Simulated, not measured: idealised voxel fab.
This is a process module. Its name is voxel transistor to metal.
Section cut is 200 nm wide and gridded with 5 nm square cells.
Cross-sections here: square-cell grids, written as top-down lists of bands, a band being one or more rows of cells. Top, bottom (nm), then materials left to right with widths (nm); lone material tagged "everywhere" fills the whole band edge to edge; "air" = empty space. Height datum 0, below which the as-received substrate wafer is one material. Lowest band open at the bottom, running downward: "top 0, no bottom". So if you see something like "30->40" for the width, read it as the top row of the band sitting at the first number and the bottom row at the second, with every row in between moving by the same amount as the last. A step reported as "remains unaltered" is a step in which no cell of the cross-section changed. Empty spaces counting at least 8 cells and having no open way to the top are listed in "Fully enclosed voids". The notation width x height at distance is used for each, the distance being from the left edge and all three values in nm. It should be noted that, on the line of a given step, the content following the step's settings is a remark produced by the simulator itself with respect to that step. The line of a step may include "overlay nm". On a step with a mask, this value is how far to the right of its planned place the mask lay. A negative value means the mask lay to the left.
# Process steps (planned)
| 1 | RECEIVE | material Si |
| 2 | CONFORMAL_DEP | material SiO2 | thk nm 5 |
| 3 | CONFORMAL_DEP | material SiN | thk nm 15 |
| 4 | MASKED_ETCH | tone cover | mask id ACTIVE | width nm 85 | etch materials SiN | depth nm 15 | overlay nm 0 |
| 5 | MASKED_ETCH | tone cover | mask id ACTIVE | width nm 85 | etch materials SiO2 | depth nm 5 | overlay nm 0 |
| 6 | MASKED_ETCH | tone cover | mask id ACTIVE | width nm 85 | etch materials Si | depth nm 25 | overlay nm 0 |
| 7 | OXIDIZE | depth nm 5 |
| 8 | FILL_DEP | material SiO2 | thk nm 15 |
| 9 | CMP | height nm 20 |
| 10 | SELECTIVE_ETCH | etch materials SiO2 | depth nm 10 |
| 11 | STRIP | etch materials SiN |
| 12 | SELECTIVE_ETCH | etch materials SiO2 | depth nm 5 |
| 13 | OXIDIZE | depth nm 5 |
| 14 | DIRECTIONAL_DEP | material polySi | thk nm 30 |
| 15 | DIRECTIONAL_DEP | material SiCN | thk nm 15 |
| 16 | DIRECTIONAL_DEP | material aC | thk nm 10 |
| 17 | PATTERN | tone cover | mask id GATE | material resist | width nm 15 | thk nm 25 | overlay nm 0 |
| 18 | DIRECTIONAL_ETCH | etch materials aC | depth nm 10 |
| 19 | STRIP | etch materials resist |
| 20 | DIRECTIONAL_ETCH | etch materials SiCN | depth nm 25 |
| 21 | DIRECTIONAL_ETCH | etch materials polySi | depth nm 40 |
| 22 | STRIP | etch materials aC |
| 23 | CONFORMAL_DEP | material SiO2 | thk nm 5 |
| 24 | DIRECTIONAL_ETCH | etch materials SiO2 | depth nm 5 |
| 25 | CONFORMAL_DEP | material SiN | thk nm 10 |
| 26 | DIRECTIONAL_ETCH | etch materials SiN | depth nm 10 |
| 27 | DIRECTIONAL_ETCH | etch materials SiO2 | depth nm 5 |
| 28 | DIRECTIONAL_ETCH | etch materials Si | depth nm 15 |
| 29 | EPI | material nSi | thk nm 15 |
| 30 | FILL_DEP | material SiO2 | thk nm 5 |
| 31 | CMP | height nm 45 |
| 32 | DIRECTIONAL_DEP | material SiO2 | thk nm 10 |
| 33 | DIRECTIONAL_DEP | material aC | thk nm 10 |
| 34 | PATTERN | tone open | mask id CONTACT | material resist | width nm 15 | pitch nm 60 | thk nm 30 | overlay nm 0 |
| 35 | DIRECTIONAL_ETCH | etch materials aC | depth nm 10 |
| 36 | STRIP | etch materials resist |
| 37 | DIRECTIONAL_ETCH | etch materials SiO2 | depth nm 45 |
| 38 | STRIP | etch materials aC |
| 39 | CONFORMAL_DEP | material TiN | thk nm 5 |
| 40 | FILL_DEP | material W | thk nm 10 |
| 41 | CMP | height nm 55 |
| 42 | CONFORMAL_DEP | material SiCN | thk nm 5 |
| 43 | DIRECTIONAL_DEP | material SiO2 | thk nm 15 |
| 44 | PATTERN | tone open | mask id METAL_1 | material resist | width nm 15 | pitch nm 60 | thk nm 15 | overlay nm 0 |
| 45 | DIRECTIONAL_ETCH | etch materials SiO2 | depth nm 15 |
| 46 | DIRECTIONAL_ETCH | etch materials SiCN | depth nm 5 |
| 47 | STRIP | etch materials resist |
| 48 | CONFORMAL_DEP | material TiN | thk nm 5 |
| 49 | FILL_DEP | material W | thk nm 10 |
| 50 | CMP | height nm 75 |
| 51 | CONFORMAL_DEP | material SiCN | thk nm 5 |
| 52 | DIRECTIONAL_DEP | material SiO2 | thk nm 25 |
| 53 | PATTERN | tone open | mask id METAL_2 | material resist | width nm 15 | pitch nm 60 | thk nm 20 | overlay nm 0 |
| 54 | DIRECTIONAL_ETCH | etch materials SiO2 | depth nm 15 |
| 55 | STRIP | etch materials resist |
| 56 | PATTERN | tone open | mask id METAL_2_HOLES | material resist | width nm 15 | pitch nm 60 | thk nm 20 | overlay nm 0 |
| 57 | DIRECTIONAL_ETCH | etch materials SiO2 | depth nm 10 |
| 58 | DIRECTIONAL_ETCH | etch materials SiCN | depth nm 5 |
| 59 | STRIP | etch materials resist |
| 60 | CONFORMAL_DEP | material TiN | thk nm 5 |
| 61 | FILL_DEP | material Ru | thk nm 5 |
| 62 | CMP | height nm 105 |
| 63 | CONFORMAL_DEP | material SiCN | thk nm 5 |
For this document, wafers share an identical start and vary in the step 7 depth nm; the plan quotes the first wafer's value.
# As received, i.e. after step 1: cross-section through the first of several wafers
    top 0, no bottom | Si everywhere
    Fully enclosed voids: none
# The first of several wafers, seen in cross-section after the module's last step, step 63
    top 110, bottom 105 | SiCN everywhere
    top 105, bottom 80 | SiO2: 60 | TiN: 5 | Ru: 5 | TiN: 5 | SiO2: 45 | TiN: 5 | Ru: 5 | TiN: 5 | SiO2: 65
    top 80, bottom 75 | SiCN: 60 | TiN: 15 | SiCN: 45 | TiN: 15 | SiCN: 65
    top 75, bottom 60 | SiO2: 60 | TiN: 5 | W: 5 | TiN: 5 | SiO2: 45 | TiN: 5 | W: 5 | TiN: 5 | SiO2: 65
    top 60, bottom 55 | SiCN: 60 | TiN: 15 | SiCN: 45 | TiN: 15 | SiCN: 65
    top 55, bottom 45 | SiO2: 60 | TiN: 5 | W: 5 | TiN: 5 | SiO2: 45 | TiN: 5 | W: 5 | TiN: 5 | SiO2: 65
    top 45, bottom 30 | SiO2: 60 | TiN: 5 | W: 5 | TiN: 5 | SiN: 10 | SiO2: 5 | SiCN: 15 | SiO2: 5 | SiN: 10 | TiN: 5 | W: 5 | TiN: 5 | SiO2: 65
    top 30, bottom 15 | SiO2: 60 | TiN: 5 | W: 5 | TiN: 5 | SiN: 10 | SiO2: 5 | polySi: 15 | SiO2: 5 | SiN: 10 | TiN: 5 | W: 5 | TiN: 5 | SiO2: 65
    top 15, bottom 10 | SiO2: 60 | TiN: 15 | SiN: 10 | SiO2: 5 | polySi: 15 | SiO2: 5 | SiN: 10 | TiN: 15 | SiO2: 65
    top 10, bottom 5 | SiO2: 60 | nSi: 15 | SiN: 10 | SiO2: 5 | polySi: 15 | SiO2: 5 | SiN: 10 | nSi: 15 | SiO2: 65
    top 5, bottom 0 | SiO2: 55 | SiN: 10 | nSi: 10 | SiN: 10 | SiO2: 5 | polySi: 15 | SiO2: 5 | SiN: 10 | nSi: 10 | SiN: 10 | SiO2: 60
    top 0, bottom -5 | SiO2: 65 | nSi: 10 | SiO2: 45 | nSi: 10 | SiO2: 70
    top -5, bottom -20 | SiO2: 60 | Si: 5 | nSi: 10 | Si: 45 | nSi: 10 | Si: 5 | SiO2: 65
    top -20, bottom -30 | SiO2: 60 | Si: 75 | SiO2: 65
    top -30, no bottom | Si everywhere
    Fully enclosed voids: none
# Final wafer of several, shown in cross-section at the end of the module
    top 110, bottom 105 | SiCN everywhere
    top 105, bottom 80 | SiO2: 60 | TiN: 5 | Ru: 5 | TiN: 5 | SiO2: 45 | TiN: 5 | Ru: 5 | TiN: 5 | SiO2: 65
    top 80, bottom 75 | SiCN: 60 | TiN: 15 | SiCN: 45 | TiN: 15 | SiCN: 65
    top 75, bottom 60 | SiO2: 60 | TiN: 5 | W: 5 | TiN: 5 | SiO2: 45 | TiN: 5 | W: 5 | TiN: 5 | SiO2: 65
    top 60, bottom 55 | SiCN: 60 | TiN: 15 | SiCN: 45 | TiN: 15 | SiCN: 65
    top 55, bottom 45 | SiO2: 60 | TiN: 5 | W: 5 | TiN: 5 | SiO2: 45 | TiN: 5 | W: 5 | TiN: 5 | SiO2: 65
    top 45, bottom 30 | SiO2: 60 | TiN: 5 | W: 5 | TiN: 5 | SiN: 10 | SiO2: 5 | SiCN: 15 | SiO2: 5 | SiN: 10 | TiN: 5 | W: 5 | TiN: 5 | SiO2: 65
    top 30, bottom 15 | SiO2: 60 | TiN: 5 | W: 5 | TiN: 5 | SiN: 10 | SiO2: 5 | polySi: 15 | SiO2: 5 | SiN: 10 | TiN: 5 | W: 5 | TiN: 5 | SiO2: 65
    top 15, bottom 10 | SiO2: 60 | TiN: 15 | SiN: 10 | SiO2: 5 | polySi: 15 | SiO2: 5 | SiN: 10 | TiN: 15 | SiO2: 65
    top 10, bottom 5 | SiO2: 75 | SiN: 10 | SiO2: 5 | polySi: 15 | SiO2: 5 | SiN: 10 | SiO2: 80
    top 5, bottom 0 | SiO2: 55 | SiN: 10 | SiO2: 10 | SiN: 10 | SiO2: 5 | polySi: 15 | SiO2: 5 | SiN: 10 | SiO2: 10 | SiN: 10 | SiO2: 60
    top 0, bottom -5 | SiO2 everywhere
    top -5, bottom -45 | SiO2: 75 | Si: 45 | SiO2: 80
    top -45, no bottom | Si everywhere
    Fully enclosed voids: none
# Quick key for the table: a row per wafer, taken at the end of the module. For each material it tells you how many cells the wafer gained (+) or lost (-) since it came in, and the closed voids come after
depth nm 5, +10 Ru, -177 Si, +117 SiCN, +40 SiN, +742 SiO2, +82 TiN, +22 W, +26 nSi, +18 polySi, Fully enclosed voids: none
depth nm 10, +10 Ru, -214 Si, +117 SiCN, +40 SiN, +779 SiO2, +82 TiN, +22 W, +26 nSi, +18 polySi, Fully enclosed voids: none
depth nm 15, +10 Ru, -249 Si, +117 SiCN, +40 SiN, +820 SiO2, +82 TiN, +22 W, +20 nSi, +18 polySi, Fully enclosed voids: none
depth nm 20, +10 Ru, -288 Si, +117 SiCN, +40 SiN, +879 SiO2, +82 TiN, +22 W, +18 polySi, Fully enclosed voids: none
